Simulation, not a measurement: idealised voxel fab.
The process module that follows is named voxel capacitor over wiring.
Square cell edge 5 nm, section width 230 nm, ID cut.
How to read a cross-section here: the picture is a grid of square cells, written as bands going from the top down, and any band can span one or more rows of cells. Basically the band line says how high the top is and how high the bottom is, in nm, and then what's in it from left to right, every material with its width in nm. Empty space shows up as "blank", and if a single material carries "full width" it runs the full band edge to edge. Height datum 0, below which the as-received substrate wafer is one material. Lowest band open at the bottom, running downward: "from 0 down". Quick explanation for "30->40": the width changes in equal steps down the rows of cells, from the first number in the band's top row to the second number in its bottom row. No cell of the cross-section changed in a step that is given as "no modifications". Voids not open to the top, 8 cells minimum: see "Closed void inventory". Written width x height at distance; distance is from the left edge; nm. On a step's line, text after the settings is the simulator commenting on that step. overlay nm, on a step with a mask: how far to the right of its planned place the mask lay; to the left if negative. Heads up before you read on: it's before/after pairs around one process step each, after side only down to the lowest band that changed, step plus settings under the pair. Pairs can be from different runs of this module, same starting wafer, so only chain a pair onto the one above if its "Pre-process cross-section" entry says so.
### Pre-process cross-section
from 65 to 50: 65 nm lowk / 15 nm blank / 150 nm lowk
from 50 to 45: 65 nm SiCN / 15 nm blank / 150 nm SiCN
from 45 to 35: 55 nm lowk / 5 nm TiN / 15 nm Ru / 5 nm TiN / 70 nm lowk / 5 nm TiN / 15 nm Ru / 5 nm TiN / 55 nm lowk
from 35 to 30: 55 nm SiCN / 25 nm TiN / 70 nm SiCN / 25 nm TiN / 55 nm SiCN
from 30 to 0: SiO2 full width
from 0 down: Si full width
Closed void inventory: none
### Post-Step Cross-Section
from 70 to 65: 70 nm TiN / 5 nm blank / 155 nm TiN
from 65 to 50: 65 nm lowk / 5 nm TiN / 5 nm blank / 5 nm TiN / 150 nm lowk
from 50 to 45: 65 nm SiCN / 15 nm TiN / 150 nm SiCN
Below 45 it's all the same as before, nothing changed down there.
Closed void inventory: none
Between before and after above, the operation and settings are CONFORMAL_DEP (material TiN; thk nm 5)
Pre-process cross-section: the after view from the pair directly above serves as the before view here.
### Post-Step Cross-Section
from 75 to 70: W full width
from 70 to 65: 70 nm TiN / 5 nm W / 155 nm TiN
from 65 to 50: 65 nm lowk / 5 nm TiN / 5 nm W / 5 nm TiN / 150 nm lowk
Below 50 it's all the same as before, nothing changed down there.
Closed void inventory: none
Between before and after above, the operation and settings are FILL_DEP (material W; thk nm 5)
Pre-process cross-section: the after view from the pair directly above serves as the before view here.
### Post-Step Cross-Section
from 65 to 50: 65 nm lowk / 5 nm TiN / 5 nm W / 5 nm TiN / 150 nm lowk
Below 50 it's all the same as before, nothing changed down there.
Closed void inventory: none
Between before and after above, the operation and settings are CMP (height nm 65)
Pre-process cross-section: the after view from the pair directly above serves as the before view here.
### Post-Step Cross-Section
from 70 to 65: TiN full width
Below 65 it's all the same as before, nothing changed down there.
Closed void inventory: none
Between before and after above, the operation and settings are DIRECTIONAL_DEP (material TiN; thk nm 5)
Pre-process cross-section: the after view from the pair directly above serves as the before view here.
### Post-Step Cross-Section
from 75 to 70: Al2O3 full width
Below 70 it's all the same as before, nothing changed down there.
Closed void inventory: none
Between before and after above, the operation and settings are DIRECTIONAL_DEP (material Al2O3; thk nm 5)
Pre-process cross-section: the after view from the pair directly above serves as the before view here.
### Post-Step Cross-Section
from 80 to 75: TiN full width
Below 75 it's all the same as before, nothing changed down there.
Closed void inventory: none
Between before and after above, the operation and settings are DIRECTIONAL_DEP (material TiN; thk nm 5)
Pre-process cross-section: the after view from the pair directly above serves as the before view here.
### Post-Step Cross-Section
from 90 to 80: aC full width
Below 80 it's all the same as before, nothing changed down there.
Closed void inventory: none
Between before and after above, the operation and settings are DIRECTIONAL_DEP (material aC; thk nm 10)
Pre-process cross-section: the after view from the pair directly above serves as the before view here.
### Post-Step Cross-Section
from 120 to 90: 65 nm blank / 75 nm resist / 90 nm blank
Below 90 it's all the same as before, nothing changed down there.
Closed void inventory: none
Between before and after above, the operation and settings are PATTERN (tone cover; mask id UPPER_PLATE; material resist; width nm 75; thk nm 30; overlay nm 0)
Pre-process cross-section: the after view from the pair directly above serves as the before view here.
### Post-Step Cross-Section
from 110 to 90: 65 nm blank / 75 nm resist / 90 nm blank
from 90 to 80: 65 nm blank / 75 nm aC / 90 nm blank
Below 80 it's all the same as before, nothing changed down there.
Closed void inventory: none
Between before and after above, the operation and settings are DIRECTIONAL_ETCH (etch materials aC; depth nm 10)
Pre-process cross-section: the after view from the pair directly above serves as the before view here.
### Post-Step Cross-Section
from 90 to 80: 65 nm blank / 75 nm aC / 90 nm blank
Below 80 it's all the same as before, nothing changed down there.
Closed void inventory: none
Between before and after above, the operation and settings are STRIP (etch materials resist)
Pre-process cross-section: the after view from the pair directly above serves as the before view here.
### Post-Step Cross-Section
from 90 to 80: 65 nm blank / 75 nm aC / 90 nm blank
from 80 to 75: 65 nm blank / 75 nm TiN / 90 nm blank
Below 75 it's all the same as before, nothing changed down there.
Closed void inventory: none
Between before and after above, the operation and settings are DIRECTIONAL_ETCH (etch materials TiN; depth nm 5)
Pre-process cross-section: the after view from the pair directly above serves as the before view here.
### Post-Step Cross-Section
from 90 to 80: 65 nm blank / 75 nm aC / 90 nm blank
from 80 to 75: 65 nm blank / 75 nm TiN / 90 nm blank
from 75 to 70: 65 nm blank / 75 nm Al2O3 / 90 nm blank
Below 70 it's all the same as before, nothing changed down there.
Closed void inventory: none
Between before and after above, the operation and settings are DIRECTIONAL_ETCH (etch materials Al2O3; depth nm 5)
Pre-process cross-section: the after view from the pair directly above serves as the before view here.
### Post-Step Cross-Section
from 80 to 75: 65 nm blank / 75 nm TiN / 90 nm blank
Below 75 it's all the same as before, nothing changed down there.
Closed void inventory: none
Between before and after above, the operation and settings are STRIP (etch materials aC)
Pre-process cross-section: the after view from the pair directly above serves as the before view here.
### Post-Step Cross-Section
from 80 to 75: 65 nm blank / 75 nm TiN / 90 nm blank
from 75 to 70: 65 nm blank / 75 nm Al2O3 / 90 nm blank
from 70 to 65: 60 nm blank / 85 nm TiN / 85 nm blank
Below 65 it's all the same as before, nothing changed down there.
Closed void inventory: none
Between before and after above, the operation and settings are MASKED_ETCH (tone cover; mask id LOWER_PLATE; width nm 85; etch materials TiN; depth nm 5; overlay nm 0)
Pre-process cross-section: the after view from the pair directly above serves as the before view here.
### Post-Step Cross-Section
from 100 to 80: SiO2 full width
from 80 to 75: 65 nm SiO2 / 75 nm TiN / 90 nm SiO2
from 75 to 70: 65 nm SiO2 / 75 nm Al2O3 / 90 nm SiO2
from 70 to 65: 60 nm SiO2 / 85 nm TiN / 85 nm SiO2
Below 65 it's all the same as before, nothing changed down there.
Closed void inventory: none
Between before and after above, the operation and settings are FILL_DEP (material SiO2; thk nm 20)
Pre-process cross-section: the after view from the pair directly above serves as the before view here.
### Post-Step Cross-Section
from 95 to 80: SiO2 full width
Below 80 it's all the same as before, nothing changed down there.
Closed void inventory: none
Between before and after above, the operation and settings are CMP (height nm 95)
Pre-process cross-section: the after view from the pair directly above serves as the before view here.
### Post-Step Cross-Section
from 110 to 95: 75 nm resist / 15 nm blank / 140 nm resist
Below 95 it's all the same as before, nothing changed down there.
Closed void inventory: none
Between before and after above, the operation and settings are PATTERN (tone open; mask id PLUG_2; material resist; width nm 15; thk nm 15; overlay nm 0)
Pre-process cross-section: the after view from the pair directly above serves as the before view here.
### Post-Step Cross-Section
from 110 to 95: 75 nm resist / 15 nm blank / 140 nm resist
from 95 to 80: 75 nm SiO2 / 15 nm blank / 140 nm SiO2
Below 80 it's all the same as before, nothing changed down there.
Closed void inventory: none
Between before and after above, the operation and settings are DIRECTIONAL_ETCH (etch materials SiO2; depth nm 15)
Pre-process cross-section: the after view from the pair directly above serves as the before view here.
### Post-Step Cross-Section
from 95 to 80: 75 nm SiO2 / 15 nm blank / 140 nm SiO2
Below 80 it's all the same as before, nothing changed down there.
Closed void inventory: none
Between before and after above, the operation and settings are STRIP (etch materials resist)
Pre-process cross-section: the after view from the pair directly above serves as the before view here.
### Post-Step Cross-Section
from 100 to 95: 80 nm TiN / 5 nm blank / 145 nm TiN
from 95 to 85: 75 nm SiO2 / 5 nm TiN / 5 nm blank / 5 nm TiN / 140 nm SiO2
from 85 to 75: 75->65 nm SiO2 / 15->75 nm TiN / 140->90 nm SiO2
Below 75 it's all the same as before, nothing changed down there.
Closed void inventory: none
Between before and after above, the operation and settings are CONFORMAL_DEP (material TiN; thk nm 5)
Pre-process cross-section: the after view from the pair directly above serves as the before view here.
### Post-Step Cross-Section
from 105 to 100: Cu full width
from 100 to 95: 80 nm TiN / 5 nm Cu / 145 nm TiN
from 95 to 85: 75 nm SiO2 / 5 nm TiN / 5 nm Cu / 5 nm TiN / 140 nm SiO2
Below 85 it's all the same as before, nothing changed down there.
Closed void inventory: none
Between before and after above, the operation and settings are FILL_DEP (material Cu; thk nm 5)
Pre-process cross-section: the after view from the pair directly above serves as the before view here.
### Post-Step Cross-Section
from 95 to 85: 75 nm SiO2 / 5 nm TiN / 5 nm Cu / 5 nm TiN / 140 nm SiO2
Below 85 it's all the same as before, nothing changed down there.
Closed void inventory: none
Between before and after above, the operation and settings are CMP (height nm 95)
Pre-process cross-section: the after view from the pair directly above serves as the before view here.
### Post-Step Cross-Section
from 100 to 95: SiCN full width
Below 95 it's all the same as before, nothing changed down there.
Closed void inventory: none
Between before and after above, the operation and settings are CONFORMAL_DEP (material SiCN; thk nm 5)
### Pre-process cross-section
from 75 to 65: TiN full width
from 65 to 50: 65 nm lowk / 5 nm TiN / 5 nm W / 5 nm TiN / 150 nm lowk
from 50 to 45: 65 nm SiCN / 15 nm TiN / 150 nm SiCN
from 45 to 20: 55 nm lowk / 5 nm TiN / 15 nm Ru / 5 nm TiN / 70 nm lowk / 5 nm TiN / 15 nm Ru / 5 nm TiN / 55 nm lowk
from 20 to 15: 55 nm SiCN / 25 nm TiN / 70 nm SiCN / 25 nm TiN / 55 nm SiCN
from 15 to 0: SiO2 full width
from 0 down: Si full width
Closed void inventory: none
### Post-Step Cross-Section
from 80 to 75: Al2O3 full width
Below 75 it's all the same as before, nothing changed down there.
Closed void inventory: none
Between before and after above, the operation and settings are DIRECTIONAL_DEP (material Al2O3; thk nm 5)
Pre-process cross-section: the after view from the pair directly above serves as the before view here.
### Post-Step Cross-Section
from 90 to 80: aC full width
Below 80 it's all the same as before, nothing changed down there.
Closed void inventory: none
Between before and after above, the operation and settings are DIRECTIONAL_DEP (material aC; thk nm 10)
Pre-process cross-section: the after view from the pair directly above serves as the before view here.
### Post-Step Cross-Section
from 120 to 90: 65 nm blank / 75 nm resist / 90 nm blank
Below 90 it's all the same as before, nothing changed down there.
Closed void inventory: none
Between before and after above, the operation and settings are PATTERN (tone cover; mask id UPPER_PLATE; material resist; width nm 75; thk nm 30; overlay nm 0)
Pre-process cross-section: the after view from the pair directly above serves as the before view here.
### Post-Step Cross-Section
from 110 to 90: 65 nm blank / 75 nm resist / 90 nm blank
from 90 to 80: 65 nm blank / 75 nm aC / 90 nm blank
Below 80 it's all the same as before, nothing changed down there.
Closed void inventory: none
Between before and after above, the operation and settings are DIRECTIONAL_ETCH (etch materials aC; depth nm 10)
Pre-process cross-section: the after view from the pair directly above serves as the before view here.
### Post-Step Cross-Section
from 90 to 80: 65 nm blank / 75 nm aC / 90 nm blank
Below 80 it's all the same as before, nothing changed down there.
Closed void inventory: none
Between before and after above, the operation and settings are STRIP (etch materials resist)
Pre-process cross-section: the after view from the pair directly above serves as the before view here.
### Post-Step Cross-Section
from 90 to 80: 65 nm blank / 75 nm aC / 90 nm blank
from 80 to 75: 65 nm blank / 75 nm Al2O3 / 90 nm blank
Below 75 it's all the same as before, nothing changed down there.
Closed void inventory: none
Between before and after above, the operation and settings are DIRECTIONAL_ETCH (etch materials Al2O3; depth nm 5)
Pre-process cross-section: the after view from the pair directly above serves as the before view here.
### Post-Step Cross-Section
from 80 to 75: 65 nm blank / 75 nm Al2O3 / 90 nm blank
Below 75 it's all the same as before, nothing changed down there.
Closed void inventory: none
Between before and after above, the operation and settings are STRIP (etch materials aC)
Pre-process cross-section: the after view from the pair directly above serves as the before view here.
### Post-Step Cross-Section
from 80 to 75: 65 nm blank / 75 nm Al2O3 / 90 nm blank
from 75 to 70: 60 nm blank / 85 nm TiN / 85 nm blank
Below 70 it's all the same as before, nothing changed down there.
Closed void inventory: none
Between before and after above, the operation and settings are MASKED_ETCH (tone cover; mask id LOWER_PLATE; width nm 85; etch materials TiN; depth nm 5; overlay nm 0)
Pre-process cross-section: the after view from the pair directly above serves as the before view here.
### Post-Step Cross-Section
from 100 to 80: SiO2 full width
from 80 to 75: 65 nm SiO2 / 75 nm Al2O3 / 90 nm SiO2
from 75 to 70: 60 nm SiO2 / 85 nm TiN / 85 nm SiO2
Below 70 it's all the same as before, nothing changed down there.
Closed void inventory: none
Between before and after above, the operation and settings are FILL_DEP (material SiO2; thk nm 20)
Pre-process cross-section: the after view from the pair directly above serves as the before view here.
### Post-Step Cross-Section
from 95 to 80: SiO2 full width
Below 80 it's all the same as before, nothing changed down there.
Closed void inventory: none
Between before and after above, the operation and settings are CMP (height nm 95)
Pre-process cross-section: the after view from the pair directly above serves as the before view here.
### Post-Step Cross-Section
from 110 to 95: 75 nm resist / 15 nm blank / 140 nm resist
Below 95 it's all the same as before, nothing changed down there.
Closed void inventory: none
Between before and after above, the operation and settings are PATTERN (tone open; mask id PLUG_2; material resist; width nm 15; thk nm 15; overlay nm 0)
Pre-process cross-section: the after view from the pair directly above serves as the before view here.
### Post-Step Cross-Section
from 110 to 95: 75 nm resist / 15 nm blank / 140 nm resist
from 95 to 80: 75 nm SiO2 / 15 nm blank / 140 nm SiO2
Below 80 it's all the same as before, nothing changed down there.
Closed void inventory: none
Between before and after above, the operation and settings are DIRECTIONAL_ETCH (etch materials SiO2; depth nm 15)
Pre-process cross-section: the after view from the pair directly above serves as the before view here.
### Post-Step Cross-Section
from 95 to 80: 75 nm SiO2 / 15 nm blank / 140 nm SiO2
Below 80 it's all the same as before, nothing changed down there.
Closed void inventory: none
Between before and after above, the operation and settings are STRIP (etch materials resist)
Pre-process cross-section: the after view from the pair directly above serves as the before view here.
### Post-Step Cross-Section
from 100 to 95: 80 nm TiN / 5 nm blank / 145 nm TiN
from 95 to 85: 75 nm SiO2 / 5 nm TiN / 5 nm blank / 5 nm TiN / 140 nm SiO2
from 85 to 80: 75 nm SiO2 / 15 nm TiN / 140 nm SiO2
Below 80 it's all the same as before, nothing changed down there.
Closed void inventory: none
Between before and after above, the operation and settings are CONFORMAL_DEP (material TiN; thk nm 5)
Pre-process cross-section: the after view from the pair directly above serves as the before view here.
### Post-Step Cross-Section
from 105 to 100: Cu full width
from 100 to 95: 80 nm TiN / 5 nm Cu / 145 nm TiN
from 95 to 85: 75 nm SiO2 / 5 nm TiN / 5 nm Cu / 5 nm TiN / 140 nm SiO2
Below 85 it's all the same as before, nothing changed down there.
Closed void inventory: none
Between before and after above, the operation and settings are FILL_DEP (material Cu; thk nm 5)
Pre-process cross-section: the after view from the pair directly above serves as the before view here.
### Post-Step Cross-Section
from 95 to 85: 75 nm SiO2 / 5 nm TiN / 5 nm Cu / 5 nm TiN / 140 nm SiO2
Below 85 it's all the same as before, nothing changed down there.
Closed void inventory: none
Between before and after above, the operation and settings are CMP (height nm 95)
Pre-process cross-section: the after view from the pair directly above serves as the before view here.
### Post-Step Cross-Section
from 100 to 95: SiCN full width
Below 95 it's all the same as before, nothing changed down there.
Closed void inventory: none
Between before and after above, the operation and settings are CONFORMAL_DEP (material SiCN; thk nm 5)
### Pre-process cross-section
from 105 to 100: Cu full width
from 100 to 95: 80 nm TiN / 5 nm Cu / 145 nm TiN
from 95 to 85: 75 nm SiO2 / 5 nm TiN / 5 nm Cu / 5 nm TiN / 140 nm SiO2
from 85 to 75: 75->65 nm SiO2 / 15->75 nm TiN / 140->90 nm SiO2
from 75 to 70: 65 nm SiO2 / 75 nm Al2O3 / 90 nm SiO2
from 70 to 65: 60 nm SiO2 / 85 nm TiN / 85 nm SiO2
from 65 to 50: 65 nm lowk / 5 nm TiN / 5 nm W / 5 nm TiN / 150 nm lowk
from 50 to 45: 65 nm SiCN / 15 nm TiN / 150 nm SiCN
from 45 to 20: 55 nm lowk / 5 nm TiN / 15 nm Ru / 5 nm TiN / 70 nm lowk / 5 nm TiN / 15 nm Ru / 5 nm TiN / 55 nm lowk
from 20 to 15: 55 nm SiCN / 25 nm TiN / 70 nm SiCN / 25 nm TiN / 55 nm SiCN
from 15 to 0: SiO2 full width
from 0 down: Si full width
Closed void inventory: none
### Post-Step Cross-Section
from 100 to 95: 80 nm TiN / 5 nm Cu / 145 nm TiN
Below 95 it's all the same as before, nothing changed down there.
Closed void inventory: none
Between before and after above, the operation and settings are CMP (height nm 100)
Pre-process cross-section: the after view from the pair directly above serves as the before view here.
### Post-Step Cross-Section
from 105 to 100: SiCN full width
Below 100 it's all the same as before, nothing changed down there.
Closed void inventory: none
Between before and after above, the operation and settings are CONFORMAL_DEP (material SiCN; thk nm 5)
### Pre-process cross-section
from 80 to 65: aC full width
from 65 to 50: lowk full width
from 50 to 45: SiCN full width
from 45 to 20: 55 nm lowk / 5 nm TiN / 15 nm Ru / 5 nm TiN / 70 nm lowk / 5 nm TiN / 15 nm Ru / 5 nm TiN / 55 nm lowk
from 20 to 15: 55 nm SiCN / 25 nm TiN / 70 nm SiCN / 25 nm TiN / 55 nm SiCN
from 15 to 0: SiO2 full width
from 0 down: Si full width
Closed void inventory: none
### Post-Step Cross-Section
from 110 to 80: 65 nm resist / 20 nm blank / 145 nm resist
Below 80 it's all the same as before, nothing changed down there.
Closed void inventory: none
Between before and after above, the operation and settings are PATTERN (tone open; mask id PLUG_1; material resist; width nm 20; thk nm 30; overlay nm 0)
Pre-process cross-section: the after view from the pair directly above serves as the before view here.
### Post-Step Cross-Section
from 95 to 80: 65 nm resist / 20 nm blank / 145 nm resist
from 80 to 65: 65 nm aC / 20 nm blank / 145 nm aC
Below 65 it's all the same as before, nothing changed down there.
Closed void inventory: none
Between before and after above, the operation and settings are DIRECTIONAL_ETCH (etch materials aC; depth nm 15)
Pre-process cross-section: the after view from the pair directly above serves as the before view here.
### Post-Step Cross-Section
from 80 to 65: 65 nm aC / 20 nm blank / 145 nm aC
Below 65 it's all the same as before, nothing changed down there.
Closed void inventory: none
Between before and after above, the operation and settings are STRIP (etch materials resist)
Pre-process cross-section: the after view from the pair directly above serves as the before view here.
### Post-Step Cross-Section
from 80 to 65: 65 nm aC / 20 nm blank / 145 nm aC
from 65 to 50: 65 nm lowk / 20 nm blank / 145 nm lowk
Below 50 it's all the same as before, nothing changed down there.
Closed void inventory: none
Between before and after above, the operation and settings are DIRECTIONAL_ETCH (etch materials lowk; depth nm 15)
Pre-process cross-section: the after view from the pair directly above serves as the before view here.
### Post-Step Cross-Section
from 80 to 65: 65 nm aC / 20 nm blank / 145 nm aC
from 65 to 50: 65 nm lowk / 20 nm blank / 145 nm lowk
from 50 to 45: 65 nm SiCN / 20 nm blank / 145 nm SiCN
Below 45 it's all the same as before, nothing changed down there.
Closed void inventory: none
Between before and after above, the operation and settings are DIRECTIONAL_ETCH (etch materials SiCN; depth nm 5)
Pre-process cross-section: the after view from the pair directly above serves as the before view here.
### Post-Step Cross-Section
from 65 to 50: 65 nm lowk / 20 nm blank / 145 nm lowk
Below 50 it's all the same as before, nothing changed down there.
Closed void inventory: none
Between before and after above, the operation and settings are STRIP (etch materials aC)
Pre-process cross-section: the after view from the pair directly above serves as the before view here.
### Post-Step Cross-Section
from 70 to 65: 70 nm TiN / 10 nm blank / 150 nm TiN
from 65 to 50: 65 nm lowk / 5 nm TiN / 10 nm blank / 5 nm TiN / 145 nm lowk
from 50 to 45: 65 nm SiCN / 20 nm TiN / 145 nm SiCN
Below 45 it's all the same as before, nothing changed down there.
Closed void inventory: none
Between before and after above, the operation and settings are CONFORMAL_DEP (material TiN; thk nm 5)
Pre-process cross-section: the after view from the pair directly above serves as the before view here.
### Post-Step Cross-Section
from 75 to 70: W full width
from 70 to 65: 70 nm TiN / 10 nm W / 150 nm TiN
from 65 to 50: 65 nm lowk / 5 nm TiN / 10 nm W / 5 nm TiN / 145 nm lowk
Below 50 it's all the same as before, nothing changed down there.
Closed void inventory: none
Between before and after above, the operation and settings are FILL_DEP (material W; thk nm 5)
Pre-process cross-section: the after view from the pair directly above serves as the before view here.
### Post-Step Cross-Section
from 65 to 50: 65 nm lowk / 5 nm TiN / 10 nm W / 5 nm TiN / 145 nm lowk
Below 50 it's all the same as before, nothing changed down there.
Closed void inventory: none
Between before and after above, the operation and settings are CMP (height nm 65)
Pre-process cross-section: the after view from the pair directly above serves as the before view here.
### Post-Step Cross-Section
from 70 to 65: TiN full width
Below 65 it's all the same as before, nothing changed down there.
Closed void inventory: none
Between before and after above, the operation and settings are DIRECTIONAL_DEP (material TiN; thk nm 5)
Pre-process cross-section: the after view from the pair directly above serves as the before view here.
### Post-Step Cross-Section
from 75 to 70: Al2O3 full width
Below 70 it's all the same as before, nothing changed down there.
Closed void inventory: none
Between before and after above, the operation and settings are DIRECTIONAL_DEP (material Al2O3; thk nm 5)
Pre-process cross-section: the after view from the pair directly above serves as the before view here.
### Post-Step Cross-Section
from 80 to 75: TiN full width
Below 75 it's all the same as before, nothing changed down there.
Closed void inventory: none
Between before and after above, the operation and settings are DIRECTIONAL_DEP (material TiN; thk nm 5)
Pre-process cross-section: the after view from the pair directly above serves as the before view here.
### Post-Step Cross-Section
from 90 to 80: aC full width
Below 80 it's all the same as before, nothing changed down there.
Closed void inventory: none
Between before and after above, the operation and settings are DIRECTIONAL_DEP (material aC; thk nm 10)
Pre-process cross-section: the after view from the pair directly above serves as the before view here.
### Post-Step Cross-Section
from 120 to 90: 65 nm blank / 75 nm resist / 90 nm blank
Below 90 it's all the same as before, nothing changed down there.
Closed void inventory: none
Between before and after above, the operation and settings are PATTERN (tone cover; mask id UPPER_PLATE; material resist; width nm 75; thk nm 30; overlay nm 0)
Pre-process cross-section: the after view from the pair directly above serves as the before view here.
### Post-Step Cross-Section
from 110 to 90: 65 nm blank / 75 nm resist / 90 nm blank
from 90 to 80: 65 nm blank / 75 nm aC / 90 nm blank
Below 80 it's all the same as before, nothing changed down there.
Closed void inventory: none
Between before and after above, the operation and settings are DIRECTIONAL_ETCH (etch materials aC; depth nm 10)
Pre-process cross-section: the after view from the pair directly above serves as the before view here.
### Post-Step Cross-Section
from 90 to 80: 65 nm blank / 75 nm aC / 90 nm blank
Below 80 it's all the same as before, nothing changed down there.
Closed void inventory: none
Between before and after above, the operation and settings are STRIP (etch materials resist)
Pre-process cross-section: the after view from the pair directly above serves as the before view here.
### Post-Step Cross-Section
from 90 to 80: 65 nm blank / 75 nm aC / 90 nm blank
from 80 to 75: 65 nm blank / 75 nm TiN / 90 nm blank
Below 75 it's all the same as before, nothing changed down there.
Closed void inventory: none
Between before and after above, the operation and settings are DIRECTIONAL_ETCH (etch materials TiN; depth nm 5)
Pre-process cross-section: the after view from the pair directly above serves as the before view here.
### Post-Step Cross-Section
from 90 to 80: 65 nm blank / 75 nm aC / 90 nm blank
from 80 to 75: 65 nm blank / 75 nm TiN / 90 nm blank
from 75 to 70: 65 nm blank / 75 nm Al2O3 / 90 nm blank
Below 70 it's all the same as before, nothing changed down there.
Closed void inventory: none
Between before and after above, the operation and settings are DIRECTIONAL_ETCH (etch materials Al2O3; depth nm 5)
Pre-process cross-section: the after view from the pair directly above serves as the before view here.
### Post-Step Cross-Section
from 80 to 75: 65 nm blank / 75 nm TiN / 90 nm blank
Below 75 it's all the same as before, nothing changed down there.
Closed void inventory: none
Between before and after above, the operation and settings are STRIP (etch materials aC)
Pre-process cross-section: the after view from the pair directly above serves as the before view here.
### Post-Step Cross-Section
from 80 to 75: 65 nm blank / 75 nm TiN / 90 nm blank
from 75 to 70: 65 nm blank / 75 nm Al2O3 / 90 nm blank
from 70 to 65: 60 nm blank / 85 nm TiN / 85 nm blank
Below 65 it's all the same as before, nothing changed down there.
Closed void inventory: none
Between before and after above, the operation and settings are MASKED_ETCH (tone cover; mask id LOWER_PLATE; width nm 85; etch materials TiN; depth nm 5; overlay nm 0)
Pre-process cross-section: the after view from the pair directly above serves as the before view here.
### Post-Step Cross-Section
from 100 to 80: SiO2 full width
from 80 to 75: 65 nm SiO2 / 75 nm TiN / 90 nm SiO2
from 75 to 70: 65 nm SiO2 / 75 nm Al2O3 / 90 nm SiO2
from 70 to 65: 60 nm SiO2 / 85 nm TiN / 85 nm SiO2
Below 65 it's all the same as before, nothing changed down there.
Closed void inventory: none
Between before and after above, the operation and settings are FILL_DEP (material SiO2; thk nm 20)
Pre-process cross-section: the after view from the pair directly above serves as the before view here.
### Post-Step Cross-Section
from 95 to 80: SiO2 full width
Below 80 it's all the same as before, nothing changed down there.
Closed void inventory: none
Between before and after above, the operation and settings are CMP (height nm 95)
Pre-process cross-section: the after view from the pair directly above serves as the before view here.
### Post-Step Cross-Section
from 110 to 95: 75 nm resist / 15 nm blank / 140 nm resist
Below 95 it's all the same as before, nothing changed down there.
Closed void inventory: none
Between before and after above, the operation and settings are PATTERN (tone open; mask id PLUG_2; material resist; width nm 15; thk nm 15; overlay nm 0)
Pre-process cross-section: the after view from the pair directly above serves as the before view here.
### Post-Step Cross-Section
from 110 to 95: 75 nm resist / 15 nm blank / 140 nm resist
from 95 to 80: 75 nm SiO2 / 15 nm blank / 140 nm SiO2
Below 80 it's all the same as before, nothing changed down there.
Closed void inventory: none
Between before and after above, the operation and settings are DIRECTIONAL_ETCH (etch materials SiO2; depth nm 15)
Pre-process cross-section: the after view from the pair directly above serves as the before view here.
### Post-Step Cross-Section
from 95 to 80: 75 nm SiO2 / 15 nm blank / 140 nm SiO2
Below 80 it's all the same as before, nothing changed down there.
Closed void inventory: none
Between before and after above, the operation and settings are STRIP (etch materials resist)
Pre-process cross-section: the after view from the pair directly above serves as the before view here.
### Post-Step Cross-Section
from 100 to 95: 80 nm TiN / 5 nm blank / 145 nm TiN
from 95 to 85: 75 nm SiO2 / 5 nm TiN / 5 nm blank / 5 nm TiN / 140 nm SiO2
from 85 to 75: 75->65 nm SiO2 / 15->75 nm TiN / 140->90 nm SiO2
Below 75 it's all the same as before, nothing changed down there.
Closed void inventory: none
Between before and after above, the operation and settings are CONFORMAL_DEP (material TiN; thk nm 5)
Pre-process cross-section: the after view from the pair directly above serves as the before view here.
### Post-Step Cross-Section
from 105 to 100: Cu full width
from 100 to 95: 80 nm TiN / 5 nm Cu / 145 nm TiN
from 95 to 85: 75 nm SiO2 / 5 nm TiN / 5 nm Cu / 5 nm TiN / 140 nm SiO2
Below 85 it's all the same as before, nothing changed down there.
Closed void inventory: none
Between before and after above, the operation and settings are FILL_DEP (material Cu; thk nm 5)
Pre-process cross-section: the after view from the pair directly above serves as the before view here.
### Post-Step Cross-Section
from 95 to 85: 75 nm SiO2 / 5 nm TiN / 5 nm Cu / 5 nm TiN / 140 nm SiO2
Below 85 it's all the same as before, nothing changed down there.
Closed void inventory: none
Between before and after above, the operation and settings are CMP (height nm 95)
Pre-process cross-section: the after view from the pair directly above serves as the before view here.
### Post-Step Cross-Section
from 100 to 95: SiCN full width
Below 95 it's all the same as before, nothing changed down there.
Closed void inventory: none
Between before and after above, the operation and settings are CONFORMAL_DEP (material SiCN; thk nm 5)
### Pre-process cross-section
from 90 to 80: aC full width
from 80 to 75: TiN full width
from 75 to 70: Al2O3 full width
from 70 to 65: TiN full width
from 65 to 50: 65 nm lowk / 5 nm TiN / 5 nm W / 5 nm TiN / 150 nm lowk
from 50 to 45: 65 nm SiCN / 15 nm TiN / 150 nm SiCN
from 45 to 20: 55 nm lowk / 5 nm TiN / 15 nm Ru / 5 nm TiN / 70 nm lowk / 5 nm TiN / 15 nm Ru / 5 nm TiN / 55 nm lowk
from 20 to 15: 55 nm SiCN / 25 nm TiN / 70 nm SiCN / 25 nm TiN / 55 nm SiCN
from 15 to 0: SiO2 full width
from 0 down: Si full width
Closed void inventory: none
### Post-Step Cross-Section
from 120 to 90: 60 nm blank / 75 nm resist / 95 nm blank
Below 90 it's all the same as before, nothing changed down there.
Closed void inventory: none
Between before and after above, the operation and settings are PATTERN (tone cover; mask id UPPER_PLATE; material resist; width nm 75; thk nm 30; overlay nm -5)
Pre-process cross-section: the after view from the pair directly above serves as the before view here.
### Post-Step Cross-Section
from 110 to 90: 60 nm blank / 75 nm resist / 95 nm blank
from 90 to 80: 60 nm blank / 75 nm aC / 95 nm blank
Below 80 it's all the same as before, nothing changed down there.
Closed void inventory: none
Between before and after above, the operation and settings are DIRECTIONAL_ETCH (etch materials aC; depth nm 10)
Pre-process cross-section: the after view from the pair directly above serves as the before view here.
### Post-Step Cross-Section
from 90 to 80: 60 nm blank / 75 nm aC / 95 nm blank
Below 80 it's all the same as before, nothing changed down there.
Closed void inventory: none
Between before and after above, the operation and settings are STRIP (etch materials resist)
Pre-process cross-section: the after view from the pair directly above serves as the before view here.
### Post-Step Cross-Section
from 90 to 80: 60 nm blank / 75 nm aC / 95 nm blank
from 80 to 75: 60 nm blank / 75 nm TiN / 95 nm blank
Below 75 it's all the same as before, nothing changed down there.
Closed void inventory: none
Between before and after above, the operation and settings are DIRECTIONAL_ETCH (etch materials TiN; depth nm 5)
Pre-process cross-section: the after view from the pair directly above serves as the before view here.
### Post-Step Cross-Section
from 90 to 80: 60 nm blank / 75 nm aC / 95 nm blank
from 80 to 75: 60 nm blank / 75 nm TiN / 95 nm blank
from 75 to 70: 60 nm blank / 75 nm Al2O3 / 95 nm blank
Below 70 it's all the same as before, nothing changed down there.
Closed void inventory: none
Between before and after above, the operation and settings are DIRECTIONAL_ETCH (etch materials Al2O3; depth nm 5)
Pre-process cross-section: the after view from the pair directly above serves as the before view here.
### Post-Step Cross-Section
from 80 to 75: 60 nm blank / 75 nm TiN / 95 nm blank
Below 75 it's all the same as before, nothing changed down there.
Closed void inventory: none
Between before and after above, the operation and settings are STRIP (etch materials aC)
